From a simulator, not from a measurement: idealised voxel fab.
This is a process module. Its name is voxel transistor to metal.
Cross-section cut: width 265 nm, square cells of 5 nm.
Heads up, the way a cross-section reads in here is a grid of square cells, handed over as bands from the top down, with every band being one or more rows of cells. Heads up on the band format: heights come first, top then bottom, in nm. After that it's the materials left to right, each with its width in nm. A single material flagged "full width" fills the whole band edge to edge, and "blank" means there's empty space there. Ref level 0: as-received wafer is one material below here. Bottom band extends down with no lower bound ("top 0, no bottom"). The width entry "30 to 40" should be interpreted row by row: the top row of cells in the band takes the first number, the bottom row takes the second number, and the change between adjacent rows is uniform throughout. A step reported as "no alteration" is a step in which no cell of the cross-section changed. Empty spaces without an open route to the top, at least 8 cells in extent, make up the entry "Closed void table"; each is given as width x height at distance, where the distance is measured from the left edge, and all are in nm. Whatever follows a step's settings on its line is a remark the simulator itself makes about that step. overlay nm: how far to the right of its planned place the mask lay on this masked step (negative: to the left). So the way this works: pairs, before and after one process step. The after picture only goes down to the lowest band that actually changed, nothing below. Step and its settings are under each pair. And watch out, pairs might come from different runs of this module, same starting wafer though, so a pair only follows on from the one above if its "Pre-process cross-section" entry tells you so.

Pre-process cross-section
> top 120, bottom 115  35 of TiN / 15 of blank / 105 of TiN / 15 of blank / 95 of TiN
> top 115, bottom 105  30 of SiO2 / 5 to 15 of TiN / 15 to 5 of blank / 5 of TiN / 95 of SiO2 / 5 to 15 of TiN / 15 to 5 of blank / 5 of TiN / 90 of SiO2
> top 105, bottom 100  40 of SiO2 / 5 of TiN / 5 of blank / 5 of TiN / 105 of SiO2 / 5 of TiN / 5 of blank / 5 of TiN / 90 of SiO2
> top 100, bottom 95  40 of SiO2 / 15 of TiN / 105 of SiO2 / 15 of TiN / 90 of SiO2
> top 95, bottom 85  40 of SiO2 / 5 of TiN / 115 of SiO2 / 5 of TiN / 100 of SiO2
> top 85, bottom 80  40 of SiCN / 5 of TiN / 115 of SiCN / 5 of TiN / 100 of SiCN
> top 80, bottom 60  30 of lowk / 5 of TiN / 5 of W / 5 of TiN / 55 of lowk / 5 of TiN / 5 of W / 5 of TiN / 35 of lowk / 5 of TiN / 5 of W / 5 of TiN / 55 of lowk / 5 of TiN / 5 of W / 5 of TiN / 30 of lowk
> top 60, bottom 55  30 of SiN / 15 of TiN / 55 of SiN / 15 of TiN / 35 of SiN / 15 of TiN / 55 of SiN / 15 of TiN / 30 of SiN
> top 55, bottom 45  30 of SiO2 / 5 of TiN / 15 of W / 5 of TiN / 35 of SiO2 / 5 of TiN / 15 of W / 5 of TiN / 35 of SiO2 / 5 of TiN / 15 of W / 5 of TiN / 35 of SiO2 / 5 of TiN / 15 of W / 5 of TiN / 30 of SiO2
> top 45, bottom 40  30 of SiO2 / 5 of TiN / 10 of W / 10 of TiN / 35 of SiO2 / 10 of TiN / 10 of W / 5 of TiN / 35 of SiO2 / 5 of TiN / 10 of W / 10 of TiN / 35 of SiO2 / 10 of TiN / 10 of W / 5 of TiN / 30 of SiO2
> top 40, bottom 25  30 of SiO2 / 5 of TiN / 10 of W / 5 of TiN / 10 of SiN / 25 of SiCN / 10 of SiN / 5 of TiN / 10 of W / 5 of TiN / 35 of SiO2 / 5 of TiN / 10 of W / 5 of TiN / 10 of SiN / 25 of SiCN / 10 of SiN / 5 of TiN / 10 of W / 5 of TiN / 30 of SiO2
> top 25, bottom 10  30 of SiO2 / 5 of TiN / 10 of W / 5 of TiN / 10 of SiN / 25 of polySi / 10 of SiN / 5 of TiN / 10 of W / 5 of TiN / 35 of SiO2 / 5 of TiN / 10 of W / 5 of TiN / 10 of SiN / 25 of polySi / 10 of SiN / 5 of TiN / 10 of W / 5 of TiN / 30 of SiO2
> top 10, bottom 5  30 of SiO2 / 20 of TiN / 10 of SiN / 25 of polySi / 10 of SiN / 20 of TiN / 35 of SiO2 / 20 of TiN / 10 of SiN / 25 of polySi / 10 of SiN / 20 of TiN / 30 of SiO2
> top 5, bottom -5  30 of SiO2 / 5 of TiN / 15 of pSi / 10 of SiN / 25 of polySi / 10 of SiN / 15 of pSi / 5 of TiN / 35 of SiO2 / 5 of TiN / 15 of pSi / 10 of SiN / 25 of polySi / 10 of SiN / 15 of pSi / 5 of TiN / 30 of SiO2
> top -5, bottom -10  20 of SiO2 / 30 of pSi / 45 of SiO2 / 30 of pSi / 15 of SiO2 / 30 of pSi / 45 of SiO2 / 30 of pSi / 20 of SiO2
> top -10, bottom -20  25 of SiO2 / 25 of pSi / 45 of Si / 25 of pSi / 25 of SiO2 / 25 of pSi / 45 of Si / 25 of pSi / 25 of SiO2
> top -20, bottom -30  25 of SiO2 / 95 of Si / 25 of SiO2 / 95 of Si / 25 of SiO2
> top -30, no bottom  Si full width
> Closed void table: none

Resultant Cross-Section
> top 130, bottom 120  Cu full width
> top 120, bottom 115  35 of TiN / 15 of Cu / 105 of TiN / 15 of Cu / 95 of TiN
> top 115, bottom 105  30 of SiO2 / 5 to 15 of TiN / 15 to 5 of Cu / 5 of TiN / 95 of SiO2 / 5 to 15 of TiN / 15 to 5 of Cu / 5 of TiN / 90 of SiO2
> top 105, bottom 100  40 of SiO2 / 5 of TiN / 5 of Cu / 5 of TiN / 105 of SiO2 / 5 of TiN / 5 of Cu / 5 of TiN / 90 of SiO2
> Lower than 100, everything is as it was.
> Closed void table: none
So what happens between those two cross-sections up there? FILL_DEP with material Cu, thk nm 10

Pre-process cross-section: refer to the pair immediately above; the cross-section shown after its step is the state before this one.

Resultant Cross-Section
> top 115, bottom 105  30 of SiO2 / 5 to 15 of TiN / 15 to 5 of Cu / 5 of TiN / 95 of SiO2 / 5 to 15 of TiN / 15 to 5 of Cu / 5 of TiN / 90 of SiO2
> Lower than 105, everything is as it was.
> Closed void table: none
So what happens between those two cross-sections up there? CMP with height nm 115

Pre-process cross-section: refer to the pair immediately above; the cross-section shown after its step is the state before this one.

Resultant Cross-Section
> top 120, bottom 115  SiN full width
> Lower than 115, everything is as it was.
> Closed void table: none
So what happens between those two cross-sections up there? CONFORMAL_DEP with material SiN, thk nm 5

Pre-process cross-section
> top 85, bottom 80  35 of TiN / 5 of blank / 65 of TiN / 5 of blank / 45 of TiN / 5 of blank / 65 of TiN / 5 of blank / 35 of TiN
> top 80, bottom 60  30 of lowk / 5 of TiN / 5 of blank / 5 of TiN / 55 of lowk / 5 of TiN / 5 of blank / 5 of TiN / 35 of lowk / 5 of TiN / 5 of blank / 5 of TiN / 55 of lowk / 5 of TiN / 5 of blank / 5 of TiN / 30 of lowk
> top 60, bottom 55  30 of SiN / 15 of TiN / 55 of SiN / 15 of TiN / 35 of SiN / 15 of TiN / 55 of SiN / 15 of TiN / 30 of SiN
> top 55, bottom 45  30 of SiO2 / 5 of TiN / 15 of W / 5 of TiN / 35 of SiO2 / 5 of TiN / 15 of W / 5 of TiN / 35 of SiO2 / 5 of TiN / 15 of W / 5 of TiN / 35 of SiO2 / 5 of TiN / 15 of W / 5 of TiN / 30 of SiO2
> top 45, bottom 40  30 of SiO2 / 5 of TiN / 10 of W / 10 of TiN / 35 of SiO2 / 10 of TiN / 10 of W / 5 of TiN / 35 of SiO2 / 5 of TiN / 10 of W / 10 of TiN / 35 of SiO2 / 10 of TiN / 10 of W / 5 of TiN / 30 of SiO2
> top 40, bottom 25  30 of SiO2 / 5 of TiN / 10 of W / 5 of TiN / 10 of SiN / 25 of SiCN / 10 of SiN / 5 of TiN / 10 of W / 5 of TiN / 35 of SiO2 / 5 of TiN / 10 of W / 5 of TiN / 10 of SiN / 25 of SiCN / 10 of SiN / 5 of TiN / 10 of W / 5 of TiN / 30 of SiO2
> top 25, bottom 10  30 of SiO2 / 5 of TiN / 10 of W / 5 of TiN / 10 of SiN / 25 of polySi / 10 of SiN / 5 of TiN / 10 of W / 5 of TiN / 35 of SiO2 / 5 of TiN / 10 of W / 5 of TiN / 10 of SiN / 25 of polySi / 10 of SiN / 5 of TiN / 10 of W / 5 of TiN / 30 of SiO2
> top 10, bottom 5  30 of SiO2 / 20 of TiN / 10 of SiN / 25 of polySi / 10 of SiN / 20 of TiN / 35 of SiO2 / 20 of TiN / 10 of SiN / 25 of polySi / 10 of SiN / 20 of TiN / 30 of SiO2
> top 5, bottom -5  30 of SiO2 / 5 of TiN / 15 of pSi / 10 of SiN / 25 of polySi / 10 of SiN / 15 of pSi / 5 of TiN / 35 of SiO2 / 5 of TiN / 15 of pSi / 10 of SiN / 25 of polySi / 10 of SiN / 15 of pSi / 5 of TiN / 30 of SiO2
> top -5, bottom -10  20 of SiO2 / 30 of pSi / 45 of SiO2 / 30 of pSi / 15 of SiO2 / 30 of pSi / 45 of SiO2 / 30 of pSi / 20 of SiO2
> top -10, bottom -20  25 of SiO2 / 25 of pSi / 45 of Si / 25 of pSi / 25 of SiO2 / 25 of pSi / 45 of Si / 25 of pSi / 25 of SiO2
> top -20, bottom -30  25 of SiO2 / 95 of Si / 25 of SiO2 / 95 of Si / 25 of SiO2
> top -30, no bottom  Si full width
> Closed void table: none

Resultant Cross-Section
> top 95, bottom 85  lowk full width
> top 85, bottom 80  35 of TiN / 5 of lowk / 65 of TiN / 5 of lowk / 45 of TiN / 5 of lowk / 65 of TiN / 5 of lowk / 35 of TiN
> top 80, bottom 60  30 of lowk / 5 of TiN / 5 of lowk / 5 of TiN / 55 of lowk / 5 of TiN / 5 of lowk / 5 of TiN / 35 of lowk / 5 of TiN / 5 of lowk / 5 of TiN / 55 of lowk / 5 of TiN / 5 of lowk / 5 of TiN / 30 of lowk
> Lower than 60, everything is as it was.
> Closed void table: none
So what happens between those two cross-sections up there? FILL_DEP with material lowk, thk nm 10

Pre-process cross-section: refer to the pair immediately above; the cross-section shown after its step is the state before this one.

Resultant Cross-Section
> top 80, bottom 60  30 of lowk / 5 of TiN / 5 of lowk / 5 of TiN / 55 of lowk / 5 of TiN / 5 of lowk / 5 of TiN / 35 of lowk / 5 of TiN / 5 of lowk / 5 of TiN / 55 of lowk / 5 of TiN / 5 of lowk / 5 of TiN / 30 of lowk
> Lower than 60, everything is as it was.
> Closed void table: none
So what happens between those two cross-sections up there? CMP with height nm 80

Pre-process cross-section: refer to the pair immediately above; the cross-section shown after its step is the state before this one.

Resultant Cross-Section
> top 85, bottom 80  SiCN full width
> Lower than 80, everything is as it was.
> Closed void table: none
So what happens between those two cross-sections up there? CONFORMAL_DEP with material SiCN, thk nm 5

Pre-process cross-section: refer to the pair immediately above; the cross-section shown after its step is the state before this one.

Resultant Cross-Section
> top 115, bottom 85  SiO2 full width
> Lower than 85, everything is as it was.
> Closed void table: none
So what happens between those two cross-sections up there? DIRECTIONAL_DEP with material SiO2, thk nm 30

Pre-process cross-section: refer to the pair immediately above; the cross-section shown after its step is the state before this one.

Resultant Cross-Section
> top 115, bottom 95  30 of SiO2 / 15 of blank / 105 of SiO2 / 15 of blank / 100 of SiO2
> Lower than 95, everything is as it was.
> Closed void table: none
So what happens between those two cross-sections up there? MASKED_ETCH with tone open, mask id METAL_2, width nm 15, pitch nm 120, etch materials SiO2, depth nm 20, overlay nm 0

Pre-process cross-section: refer to the pair immediately above; the cross-section shown after its step is the state before this one.

Resultant Cross-Section
> top 125, bottom 115  30 of aC / 15 of blank / 105 of aC / 15 of blank / 100 of aC
> top 115, bottom 105  30 of SiO2 / 15 of blank / 105 of SiO2 / 15 of blank / 100 of SiO2
> top 105, bottom 95  30 of SiO2 / 15 of aC / 105 of SiO2 / 15 of aC / 100 of SiO2
> Lower than 95, everything is as it was.
> Closed void table: none
So what happens between those two cross-sections up there? DIRECTIONAL_DEP with material aC, thk nm 10

Pre-process cross-section: refer to the pair immediately above; the cross-section shown after its step is the state before this one.

Resultant Cross-Section
> top 155, bottom 125  30 of resist / 15 of blank / 105 of resist / 15 of blank / 100 of resist
> Lower than 125, everything is as it was.
> Closed void table: none
So what happens between those two cross-sections up there? PATTERN with tone open, mask id METAL_2_HOLES, material resist, width nm 15, pitch nm 120, thk nm 30, overlay nm 0

Pre-process cross-section: refer to the pair immediately above; the cross-section shown after its step is the state before this one.

Resultant Cross-Section
> top 145, bottom 125  30 of resist / 15 of blank / 105 of resist / 15 of blank / 100 of resist
> top 125, bottom 115  30 of aC / 15 of blank / 105 of aC / 15 of blank / 100 of aC
> top 115, bottom 95  30 of SiO2 / 15 of blank / 105 of SiO2 / 15 of blank / 100 of SiO2
> Lower than 95, everything is as it was.
> Closed void table: none
So what happens between those two cross-sections up there? DIRECTIONAL_ETCH with etch materials aC, depth nm 10

Pre-process cross-section: refer to the pair immediately above; the cross-section shown after its step is the state before this one.

Resultant Cross-Section
> top 125, bottom 115  30 of aC / 15 of blank / 105 of aC / 15 of blank / 100 of aC
> Lower than 115, everything is as it was.
> Closed void table: none
So what happens between those two cross-sections up there? STRIP with etch materials resist

Pre-process cross-section: refer to the pair immediately above; the cross-section shown after its step is the state before this one.

Resultant Cross-Section
> top 125, bottom 115  30 of aC / 15 of blank / 105 of aC / 15 of blank / 100 of aC
> top 115, bottom 85  30 of SiO2 / 15 of blank / 105 of SiO2 / 15 of blank / 100 of SiO2
> Lower than 85, everything is as it was.
> Closed void table: none
So what happens between those two cross-sections up there? DIRECTIONAL_ETCH with etch materials SiO2, depth nm 10

Pre-process cross-section: refer to the pair immediately above; the cross-section shown after its step is the state before this one.

Resultant Cross-Section
> top 125, bottom 115  30 of aC / 15 of blank / 105 of aC / 15 of blank / 100 of aC
> top 115, bottom 85  30 of SiO2 / 15 of blank / 105 of SiO2 / 15 of blank / 100 of SiO2
> top 85, bottom 80  30 of SiCN / 15 of blank / 105 of SiCN / 15 of blank / 100 of SiCN
> Lower than 80, everything is as it was.
> Closed void table: none
So what happens between those two cross-sections up there? DIRECTIONAL_ETCH with etch materials SiCN, depth nm 5

Pre-process cross-section: refer to the pair immediately above; the cross-section shown after its step is the state before this one.

Resultant Cross-Section
> top 115, bottom 85  30 of SiO2 / 15 of blank / 105 of SiO2 / 15 of blank / 100 of SiO2
> Lower than 85, everything is as it was.
> Closed void table: none
So what happens between those two cross-sections up there? STRIP with etch materials aC

Pre-process cross-section: refer to the pair immediately above; the cross-section shown after its step is the state before this one.

Resultant Cross-Section
> top 120, bottom 115  35 of TiN / 5 of blank / 115 of TiN / 5 of blank / 105 of TiN
> top 115, bottom 85  30 of SiO2 / 5 of TiN / 5 of blank / 5 of TiN / 105 of SiO2 / 5 of TiN / 5 of blank / 5 of TiN / 100 of SiO2
> top 85, bottom 80  30 of SiCN / 15 of TiN / 105 of SiCN / 15 of TiN / 100 of SiCN
> Lower than 80, everything is as it was.
> Closed void table: none
So what happens between those two cross-sections up there? CONFORMAL_DEP with material TiN, thk nm 5

Pre-process cross-section: refer to the pair immediately above; the cross-section shown after its step is the state before this one.

Resultant Cross-Section
> top 130, bottom 120  Cu full width
> top 120, bottom 115  35 of TiN / 5 of Cu / 115 of TiN / 5 of Cu / 105 of TiN
> top 115, bottom 85  30 of SiO2 / 5 of TiN / 5 of Cu / 5 of TiN / 105 of SiO2 / 5 of TiN / 5 of Cu / 5 of TiN / 100 of SiO2
> Lower than 85, everything is as it was.
> Closed void table: none
So what happens between those two cross-sections up there? FILL_DEP with material Cu, thk nm 10

Pre-process cross-section: refer to the pair immediately above; the cross-section shown after its step is the state before this one.

Resultant Cross-Section
> top 115, bottom 85  30 of SiO2 / 5 of TiN / 5 of Cu / 5 of TiN / 105 of SiO2 / 5 of TiN / 5 of Cu / 5 of TiN / 100 of SiO2
> Lower than 85, everything is as it was.
> Closed void table: none
So what happens between those two cross-sections up there? CMP with height nm 115

Pre-process cross-section: refer to the pair immediately above; the cross-section shown after its step is the state before this one.

Resultant Cross-Section
> top 120, bottom 115  SiN full width
> Lower than 115, everything is as it was.
> Closed void table: none
So what happens between those two cross-sections up there? CONFORMAL_DEP with material SiN, thk nm 5

Pre-process cross-section
> top 115, bottom 85  SiO2 full width
> top 85, bottom 80  SiCN full width
> top 80, bottom 60  30 of lowk / 5 of TiN / 5 of W / 5 of TiN / 55 of lowk / 5 of TiN / 5 of W / 5 of TiN / 35 of lowk / 5 of TiN / 5 of W / 5 of TiN / 55 of lowk / 5 of TiN / 5 of W / 5 of TiN / 30 of lowk
> top 60, bottom 55  30 of SiN / 15 of TiN / 55 of SiN / 15 of TiN / 35 of SiN / 15 of TiN / 55 of SiN / 15 of TiN / 30 of SiN
> top 55, bottom 45  30 of SiO2 / 5 of TiN / 15 of W / 5 of TiN / 35 of SiO2 / 5 of TiN / 15 of W / 5 of TiN / 35 of SiO2 / 5 of TiN / 15 of W / 5 of TiN / 35 of SiO2 / 5 of TiN / 15 of W / 5 of TiN / 30 of SiO2
> top 45, bottom 40  30 of SiO2 / 5 of TiN / 10 of W / 10 of TiN / 35 of SiO2 / 10 of TiN / 10 of W / 5 of TiN / 35 of SiO2 / 5 of TiN / 10 of W / 10 of TiN / 35 of SiO2 / 10 of TiN / 10 of W / 5 of TiN / 30 of SiO2
> top 40, bottom 25  30 of SiO2 / 5 of TiN / 10 of W / 5 of TiN / 10 of SiN / 25 of SiCN / 10 of SiN / 5 of TiN / 10 of W / 5 of TiN / 35 of SiO2 / 5 of TiN / 10 of W / 5 of TiN / 10 of SiN / 25 of SiCN / 10 of SiN / 5 of TiN / 10 of W / 5 of TiN / 30 of SiO2
> top 25, bottom 10  30 of SiO2 / 5 of TiN / 10 of W / 5 of TiN / 10 of SiN / 25 of polySi / 10 of SiN / 5 of TiN / 10 of W / 5 of TiN / 35 of SiO2 / 5 of TiN / 10 of W / 5 of TiN / 10 of SiN / 25 of polySi / 10 of SiN / 5 of TiN / 10 of W / 5 of TiN / 30 of SiO2
> top 10, bottom 5  30 of SiO2 / 20 of TiN / 10 of SiN / 25 of polySi / 10 of SiN / 20 of TiN / 35 of SiO2 / 20 of TiN / 10 of SiN / 25 of polySi / 10 of SiN / 20 of TiN / 30 of SiO2
> top 5, bottom -5  30 of SiO2 / 5 of TiN / 15 of pSi / 10 of SiN / 25 of polySi / 10 of SiN / 15 of pSi / 5 of TiN / 35 of SiO2 / 5 of TiN / 15 of pSi / 10 of SiN / 25 of polySi / 10 of SiN / 15 of pSi / 5 of TiN / 30 of SiO2
> top -5, bottom -10  20 of SiO2 / 30 of pSi / 45 of SiO2 / 30 of pSi / 15 of SiO2 / 30 of pSi / 45 of SiO2 / 30 of pSi / 20 of SiO2
> top -10, bottom -20  25 of SiO2 / 25 of pSi / 45 of Si / 25 of pSi / 25 of SiO2 / 25 of pSi / 45 of Si / 25 of pSi / 25 of SiO2
> top -20, bottom -30  25 of SiO2 / 95 of Si / 25 of SiO2 / 95 of Si / 25 of SiO2
> top -30, no bottom  Si full width
> Closed void table: none

Resultant Cross-Section
> top 115, bottom 95  30 of blank / 15 of SiO2 / 105 of blank / 15 of SiO2 / 100 of blank
> Lower than 95, everything is as it was.
> Closed void table: none
So what happens between those two cross-sections up there? MASKED_ETCH with tone cover, mask id METAL_2, width nm 15, pitch nm 120, etch materials SiO2, depth nm 20, overlay nm 0

Pre-process cross-section: refer to the pair immediately above; the cross-section shown after its step is the state before this one.

Resultant Cross-Section
> top 125, bottom 115  30 of blank / 15 of aC / 105 of blank / 15 of aC / 100 of blank
> top 115, bottom 105  30 of blank / 15 of SiO2 / 105 of blank / 15 of SiO2 / 100 of blank
> top 105, bottom 95  30 of aC / 15 of SiO2 / 105 of aC / 15 of SiO2 / 100 of aC
> Lower than 95, everything is as it was.
> Closed void table: none
So what happens between those two cross-sections up there? DIRECTIONAL_DEP with material aC, thk nm 10

Pre-process cross-section: refer to the pair immediately above; the cross-section shown after its step is the state before this one.

Resultant Cross-Section
> top 155, bottom 125  30 of resist / 15 of blank / 105 of resist / 15 of blank / 100 of resist
> top 125, bottom 115  30 of resist / 15 of aC / 105 of resist / 15 of aC / 100 of resist
> top 115, bottom 105  30 of resist / 15 of SiO2 / 105 of resist / 15 of SiO2 / 100 of resist
> Lower than 105, everything is as it was.
> Closed void table: none
So what happens between those two cross-sections up there? PATTERN with tone open, mask id METAL_2_HOLES, material resist, width nm 15, pitch nm 120, thk nm 30, overlay nm 0

Pre-process cross-section: refer to the pair immediately above; the cross-section shown after its step is the state before this one.

Resultant Cross-Section
> top 145, bottom 115  30 of resist / 15 of blank / 105 of resist / 15 of blank / 100 of resist
> Lower than 115, everything is as it was.
> Closed void table: none
So what happens between those two cross-sections up there? DIRECTIONAL_ETCH with etch materials aC, depth nm 10

Pre-process cross-section: refer to the pair immediately above; the cross-section shown after its step is the state before this one.

Resultant Cross-Section
> top 115, bottom 105  30 of blank / 15 of SiO2 / 105 of blank / 15 of SiO2 / 100 of blank
> Lower than 105, everything is as it was.
> Closed void table: none
So what happens between those two cross-sections up there? STRIP with etch materials resist

Pre-process cross-section: refer to the pair immediately above; the cross-section shown after its step is the state before this one.

Resultant Cross-Section
> top 105, bottom 95  30 of aC / 15 of SiO2 / 105 of aC / 15 of SiO2 / 100 of aC
> Lower than 95, everything is as it was.
> Closed void table: none
So what happens between those two cross-sections up there? DIRECTIONAL_ETCH with etch materials SiO2, depth nm 10

Pre-process cross-section: refer to the pair immediately above; the cross-section shown after its step is the state before this one.

Resultant Cross-Section
> top 105, bottom 95  30 of blank / 15 of SiO2 / 105 of blank / 15 of SiO2 / 100 of blank
> Lower than 95, everything is as it was.
> Closed void table: none
So what happens between those two cross-sections up there? STRIP with etch materials aC

Pre-process cross-section: refer to the pair immediately above; the cross-section shown after its step is the state before this one.

Resultant Cross-Section
> top 110, bottom 105  25 of blank / 25 of TiN / 95 of blank / 25 of TiN / 95 of blank
> top 105, bottom 100  25 of blank / 5 of TiN / 15 of SiO2 / 5 of TiN / 95 of blank / 5 of TiN / 15 of SiO2 / 5 of TiN / 95 of blank
> top 100, bottom 95  30 of TiN / 15 of SiO2 / 105 of TiN / 15 of SiO2 / 100 of TiN
> Lower than 95, everything is as it was.
> Closed void table: none
So what happens between those two cross-sections up there? CONFORMAL_DEP with material TiN, thk nm 5

Pre-process cross-section: refer to the pair immediately above; the cross-section shown after its step is the state before this one.

Resultant Cross-Section
> top 120, bottom 110  Cu full width
> top 110, bottom 105  25 of Cu / 25 of TiN / 95 of Cu / 25 of TiN / 95 of Cu
> top 105, bottom 100  25 of Cu / 5 of TiN / 15 of SiO2 / 5 of TiN / 95 of Cu / 5 of TiN / 15 of SiO2 / 5 of TiN / 95 of Cu
> Lower than 100, everything is as it was.
> Closed void table: none
So what happens between those two cross-sections up there? FILL_DEP with material Cu, thk nm 10

Pre-process cross-section: refer to the pair immediately above; the cross-section shown after its step is the state before this one.

Resultant Cross-Section
> top 115, bottom 110  Cu full width
> Lower than 110, everything is as it was.
> Closed void table: none
So what happens between those two cross-sections up there? CMP with height nm 115

Pre-process cross-section: refer to the pair immediately above; the cross-section shown after its step is the state before this one.

Resultant Cross-Section
> top 120, bottom 115  SiN full width
> Lower than 115, everything is as it was.
> Closed void table: none
So what happens between those two cross-sections up there? CONFORMAL_DEP with material SiN, thk nm 5
